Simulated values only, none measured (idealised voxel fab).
You're looking at the process module voxel local oxidation.
Section shown: cut. Width: 290 nm. Cell size: 5 nm, square.
We lay out every cross-section as a grid of square cells and spell it out in bands from the top down, where one band means one or more rows of cells.
Basically the band line says how high the top is and how high the bottom is, in nm, and then what's in it from left to right, every material with its width in nm. Empty space shows up as "air", and if a single material carries "edge to edge" it runs the full band edge to edge.
Note: height 0 marks the level under which the wafer is uniformly one material as received. Lowest band unbounded below, written "0..down".
Top row gets the first number, bottom row gets the second, and each row in between changes by the same step: that is how a band width like "30->40" works.
No cell of the cross-section changed in a step that is given as "no alterations made".
Voids not open to the top, 8 cells minimum: see "Closed void catalog". Written width x height at distance; distance is from the left edge; nm.
Whatever follows a step's settings on its line is a remark the simulator itself makes about that step.
overlay nm: mask offset rightward from planned place, masked step; negative means leftward offset.

-- Intended process steps
1,RECEIVE: material Si
2,OXIDIZE: depth nm 5
3,CONFORMAL_DEP: material SiN, thk nm 15
4,DIRECTIONAL_DEP: material aC, thk nm 15
5,PATTERN: tone cover, mask id ACTIVE, material resist, width nm 110, thk nm 35, overlay nm 0
6,DIRECTIONAL_ETCH: etch materials aC, depth nm 15
7,STRIP: etch materials resist
8,DIRECTIONAL_ETCH: etch materials SiN, depth nm 15
9,STRIP: etch materials aC
10,SELECTIVE_ETCH: etch materials SiO2, depth nm 5
11,OXIDIZE: depth nm 15
12,STRIP: etch materials SiN

-- The cross-section here shows the wafer as received, i.e. in its state after step 1
  0..down | Si edge to edge
  Closed void catalog: none

-- Module complete - cross-section of the first of two wafers, run according to plan
  0..-5 | 95 nm air  100 nm SiO2  95 nm air
  -5..-20 | 110 nm SiO2  70 nm Si  110 nm SiO2
  -20..down | Si edge to edge
  Closed void catalog: none

-- Cross-sectional view: second of two wafers, end of module; start and plan identical to the first, one mistake in running
  0..-5 | 95 nm air  100 nm SiO2  95 nm air
  -5..-10 | SiO2 edge to edge
  -10..down | Si edge to edge
  Closed void catalog: none
Misprocessing identified: step 2 was run on a setting that differed from the plan, and what really ran there is OXIDIZE: depth nm 10
Wrapping up, a cell-based count of both wafers puts the second over or under the first for these materials: Si: 74 more; SiO2: 74 fewer
